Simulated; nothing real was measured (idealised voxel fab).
Module name: voxel quadruple lines (process module)
FYI the section here is cut, 140 nm wide, cells are 5 nm squares.
Reading order for cross-sections: top band down to bottom band. Underlying form: a grid of square cells. Band size: one or more rows of cells. In this notation a band is specified by the heights of its top and bottom, in that order and in nm, after which its materials appear from left to right, each paired with its width in nm. The word "all across" attached to a single material means that material fills the band from edge to edge; the word "empty" stands for empty space. All heights in this document are referenced to 0, defined as the level beneath which the wafer, as received, consists entirely of one material. The lowest band is not bounded below; it extends indefinitely downward and is written in the form "z 0 and below". Read "30->40" as a graded width: first number on top, second number at the bottom, same change between each pair of neighbouring rows. The designation "no alterations made", where it is given for a processing step, indicates that no cell of the cross-section was altered in the course of that step. Empty spaces counting at least 8 cells and having no open way to the top are listed in "Trapped void list". The notation width x height at distance is used for each, the distance being from the left edge and all three values in nm. The remark found on a step's line after its settings is issued by the simulator itself and pertains to that step. A step line may carry the setting "overlay nm", which, for steps involving a mask, states the distance by which the mask lay to the right of its intended position; negative values denote displacement to the left.

**The planned process steps are enumerated hereunder**
- 1: op RECEIVE | material Si
- 2: op CONFORMAL_DEP | material Al2O3 | thk nm 5
- 3: op DIRECTIONAL_DEP | material Ru | thk nm 10
- 4: op DIRECTIONAL_DEP | material polySi | thk nm 20
- 5: op DIRECTIONAL_DEP | material aC | thk nm 25
- 6: op PATTERN | tone cover | mask id MANDREL | material resist | width nm 30 | thk nm 35 | overlay nm 0
- 7: op DIRECTIONAL_ETCH | etch materials aC | depth nm 25
- 8: op STRIP | etch materials resist
- 9: op CONFORMAL_DEP | material SiO2 | thk nm 10
- 10: op DIRECTIONAL_ETCH | etch materials SiO2 | depth nm 10
- 11: op STRIP | etch materials aC
- 12: op DIRECTIONAL_ETCH | etch materials polySi | depth nm 20
- 13: op STRIP | etch materials SiO2
- 14: op CONFORMAL_DEP | material SiN | thk nm 10
- 15: op DIRECTIONAL_ETCH | etch materials SiN | depth nm 10
- 16: op STRIP | etch materials polySi
- 17: op DIRECTIONAL_ETCH | etch materials Ru | depth nm 10
- 18: op STRIP | etch materials SiN
- 19: op FILL_DEP | material SiO2 | thk nm 10
- 20: op CMP | height nm 15

**First wafer of two (run as planned)**

**As received (post step 1): cross-section**
> z 0 and below: Si all across
> Trapped void list: none

**How the wafer stands in section after step 2**
> z 5 to 0: Al2O3 all across
> Heights below 0 show no change.

**How the wafer stands in section after step 3**
> z 15 to 5: Ru all across
> Heights below 5 show no change.

**How the wafer stands in section after step 4**
> z 35 to 15: polySi all across
> Heights below 15 show no change.

**How the wafer stands in section after step 5**
> z 60 to 35: aC all across
> Heights below 35 show no change.

**How the wafer stands in section after step 6**
> z 95 to 60: empty=55, then resist=30, then empty=55
> Heights below 60 show no change.

**How the wafer stands in section after step 7**
> z 70 to 60: empty=55, then resist=30, then empty=55
> z 60 to 35: empty=55, then aC=30, then empty=55
> Heights below 35 show no change.

**How the wafer stands in section after step 8**
> z 60 to 35: empty=55, then aC=30, then empty=55
> Heights below 35 show no change.

**How the wafer stands in section after step 9**
> z 70 to 60: empty=45, then SiO2=50, then empty=45
> z 60 to 45: empty=45, then SiO2=10, then aC=30, then SiO2=10, then empty=45
> z 45 to 35: SiO2=55, then aC=30, then SiO2=55
> Heights below 35 show no change.

**How the wafer stands in section after step 10**
> z 60 to 35: empty=45, then SiO2=10, then aC=30, then SiO2=10, then empty=45
> Heights below 35 show no change.

**How the wafer stands in section after step 11**
> z 60 to 35: empty=45, then SiO2=10, then empty=30, then SiO2=10, then empty=45
> Heights below 35 show no change.

**How the wafer stands in section after step 12**
> z 60 to 35: empty=45, then SiO2=10, then empty=30, then SiO2=10, then empty=45
> z 35 to 15: empty=45, then polySi=10, then empty=30, then polySi=10, then empty=45
> Heights below 15 show no change.

**How the wafer stands in section after step 13**
> z 35 to 15: empty=45, then polySi=10, then empty=30, then polySi=10, then empty=45
> Heights below 15 show no change.

**How the wafer stands in section after step 14**
> z 45 to 35: empty=35, then SiN=30, then empty=10, then SiN=30, then empty=35
> z 35 to 25: empty=35, then SiN=10, then polySi=10, then SiN=10, then empty=10, then SiN=10, then polySi=10, then SiN=10, then empty=35
> z 25 to 15: SiN=45, then polySi=10, then SiN=30, then polySi=10, then SiN=45
> Heights below 15 show no change.

**How the wafer stands in section after step 15**
> z 35 to 15: empty=35, then SiN=10, then polySi=10, then SiN=10, then empty=10, then SiN=10, then polySi=10, then SiN=10, then empty=35
> Heights below 15 show no change.

**How the wafer stands in section after step 16**
> z 35 to 15: empty=35, then SiN=10, then empty=10, then SiN=10, then empty=10, then SiN=10, then empty=10, then SiN=10, then empty=35
> Heights below 15 show no change.

**How the wafer stands in section after step 17**
> z 35 to 15: empty=35, then SiN=10, then empty=10, then SiN=10, then empty=10, then SiN=10, then empty=10, then SiN=10, then empty=35
> z 15 to 5: empty=35, then Ru=10, then empty=10, then Ru=10, then empty=10, then Ru=10, then empty=10, then Ru=10, then empty=35
> Heights below 5 show no change.

**How the wafer stands in section after step 18**
> z 15 to 5: empty=35, then Ru=10, then empty=10, then Ru=10, then empty=10, then Ru=10, then empty=10, then Ru=10, then empty=35
> Heights below 5 show no change.

**How the wafer stands in section after step 19**
> z 25 to 15: SiO2 all across
> z 15 to 5: SiO2=35, then Ru=10, then SiO2=10, then Ru=10, then SiO2=10, then Ru=10, then SiO2=10, then Ru=10, then SiO2=35
> Heights below 5 show no change.

**How the wafer stands in section after step 20**
> z 15 to 5: SiO2=35, then Ru=10, then SiO2=10, then Ru=10, then SiO2=10, then Ru=10, then SiO2=10, then Ru=10, then SiO2=35
> Heights below 5 show no change.

**Second wafer: same start and same plan as the first, one execution error; identical to the first through step 15**

**Planned end of step 16: second wafer, cross-section**
> z 35 to 15: empty=45, then polySi=10, then empty=30, then polySi=10, then empty=45
> Heights below 15 show no change.

**Planned end of step 17: second wafer, cross-section**
> z 35 to 15: empty=45, then polySi=10, then empty=30, then polySi=10, then empty=45
> z 15 to 5: empty=45, then Ru=10, then empty=30, then Ru=10, then empty=45
> Heights below 5 show no change.

Planned end of step 18: second wafer, cross-section: no alterations made

**Planned end of step 19: second wafer, cross-section**
> z 45 to 35: SiO2 all across
> z 35 to 15: SiO2=45, then polySi=10, then SiO2=30, then polySi=10, then SiO2=45
> z 15 to 5: SiO2=45, then Ru=10, then SiO2=30, then Ru=10, then SiO2=45
> Heights below 5 show no change.

**Planned end of step 20: second wafer, cross-section**
> z 15 to 5: SiO2=45, then Ru=10, then SiO2=30, then Ru=10, then SiO2=45
> Heights below 5 show no change.
In executing the process, a mistake was made relative to the plan: step 16 deviated from plan and actually ran as op STRIP | etch materials SiN
Bottom line after processing is that, in cells, the second wafer is up or down on some materials versus the first: Ru: 8 fewer, SiO2: 8 more
